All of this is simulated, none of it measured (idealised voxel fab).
Process module, titled voxel capacitor over wiring
The cross-section on display is named cut; it measures 200 nm wide, and its cells are 5 nm squares.
Heads up, the way a cross-section reads in here is a grid of square cells, handed over as bands from the top down, with every band being one or more rows of cells.
Within each band entry, the heights of the top and of the bottom of the band appear first, in that order and in nm; the materials of the band then follow from left to right, each with its corresponding width in nm. The designation "everywhere" on a single material indicates that it fills the band from edge to edge; the designation "blank" indicates empty space.
The level at which height equals 0 is the one under which the wafer, as it arrives, is entirely one material. No lower edge exists for the bottom band, which continues downward and is notated as in "0..down".
With a width like "30 to 40", each row of cells in the band differs from the next by the same amount, the top row carrying the first number and the bottom row the second.
Key: "nothing different" - step with no changed cell in the cross-section.
Basically, "Closed void list" tells you about the enclosed voids: empty spaces with no open way to the top, 8 cells or bigger, each written width x height at distance, where distance is from the left edge, all in nm.
Where a step's line continues beyond its settings, the continuation is a remark by the simulator itself on that step.
overlay nm: mask right of planned place by this much (step with mask). Neg. = left.

Process steps - plan
1 RECEIVE [material Si]
2 CONFORMAL_DEP [material SiO2] [thk nm 10]
3 DIRECTIONAL_DEP [material TiN] [thk nm 5]
4 DIRECTIONAL_DEP [material W] [thk nm 15]
5 MASKED_ETCH [tone cover] [mask id METAL_1] [width nm 30] [pitch nm 90] [etch materials W] [depth nm 15] [overlay nm 0]
6 MASKED_ETCH [tone cover] [mask id METAL_1] [width nm 30] [pitch nm 90] [etch materials TiN] [depth nm 5] [overlay nm 0]
7 CONFORMAL_DEP [material SiCN] [thk nm 5]
8 FILL_DEP [material lowk] [thk nm 10]
9 CMP [height nm 30]
10 CONFORMAL_DEP [material SiCN] [thk nm 5]
11 DIRECTIONAL_DEP [material lowk] [thk nm 10]
12 PATTERN [tone open] [mask id PLUG_1] [material resist] [width nm 15] [thk nm 15] [overlay nm 0]
13 DIRECTIONAL_ETCH [etch materials lowk] [depth nm 10]
14 DIRECTIONAL_ETCH [etch materials SiCN] [depth nm 5]
15 STRIP [etch materials resist]
16 EPI [material Ru] [thk nm 10]
17 EPI [material Ru] [thk nm 5]
18 DIRECTIONAL_DEP [material TiN] [thk nm 5]
19 DIRECTIONAL_DEP [material HfO2] [thk nm 5]
20 DIRECTIONAL_DEP [material TiN] [thk nm 10]
21 DIRECTIONAL_DEP [material aC] [thk nm 10]
22 PATTERN [tone cover] [mask id UPPER_PLATE] [material resist] [width nm 65] [thk nm 25] [overlay nm 0]
23 DIRECTIONAL_ETCH [etch materials aC] [depth nm 10]
24 STRIP [etch materials resist]
25 DIRECTIONAL_ETCH [etch materials TiN] [depth nm 10]
26 DIRECTIONAL_ETCH [etch materials HfO2] [depth nm 5]
27 STRIP [etch materials aC]
28 PATTERN [tone cover] [mask id LOWER_PLATE] [material resist] [width nm 75] [thk nm 20] [overlay nm 0]
29 DIRECTIONAL_ETCH [etch materials TiN] [depth nm 5]
30 STRIP [etch materials resist]
31 FILL_DEP [material SiO2] [thk nm 20]
32 CMP [height nm 80]
33 DIRECTIONAL_DEP [material aC] [thk nm 10]
34 PATTERN [tone open] [mask id PLUG_2] [material resist] [width nm 15] [thk nm 30] [overlay nm 0]
35 DIRECTIONAL_ETCH [etch materials aC] [depth nm 10]
36 STRIP [etch materials resist]
37 DIRECTIONAL_ETCH [etch materials SiO2] [depth nm 15]
38 STRIP [etch materials aC]
39 CONFORMAL_DEP [material TiN] [thk nm 5]
40 FILL_DEP [material Cu] [thk nm 5]
41 CMP [height nm 80]
42 CONFORMAL_DEP [material SiCN] [thk nm 5]

Here's what the wafer looked like in cross-section when it arrived - that's after step 1
> 0..down = Si everywhere
> Closed void list: none

The cross-section shown corresponds to the wafer at the conclusion of the module. The initial structure and the process plan are those presented above; however, one mistake occurred in executing the plan
> 85..80 = SiCN everywhere
> 80..75 = SiO2 65 nm, TiN 15 nm, SiO2 120 nm
> 75..65 = SiO2 55 nm, TiN 25 nm, SiO2 120 nm
> 65..60 = SiO2 55 nm, HfO2 25 nm, TiN 40 nm, SiO2 80 nm
> 60..55 = SiO2 50 nm, TiN 70 nm, SiO2 80 nm
> 55..50 = SiO2 45 nm, Ru 35 nm, HfO2 40 nm, SiO2 80 nm
> 50..45 = SiO2 45 nm, Ru 35 nm, TiN 45 nm, SiO2 75 nm
> 45..35 = lowk 55 nm, Ru 15 nm, lowk 130 nm
> 35..30 = SiCN 55 nm, Ru 15 nm, SiCN 130 nm
> 30..15 = lowk 35 nm, SiCN 5 nm, W 30 nm, SiCN 5 nm, lowk 50 nm, SiCN 5 nm, W 30 nm, SiCN 5 nm, lowk 35 nm
> 15..10 = SiCN 40 nm, TiN 30 nm, SiCN 60 nm, TiN 30 nm, SiCN 40 nm
> 10..0 = SiO2 everywhere
> 0..down = Si everywhere
> Closed void list: none
What was done differently from what was planned? yeah, plan step 16 got run twice
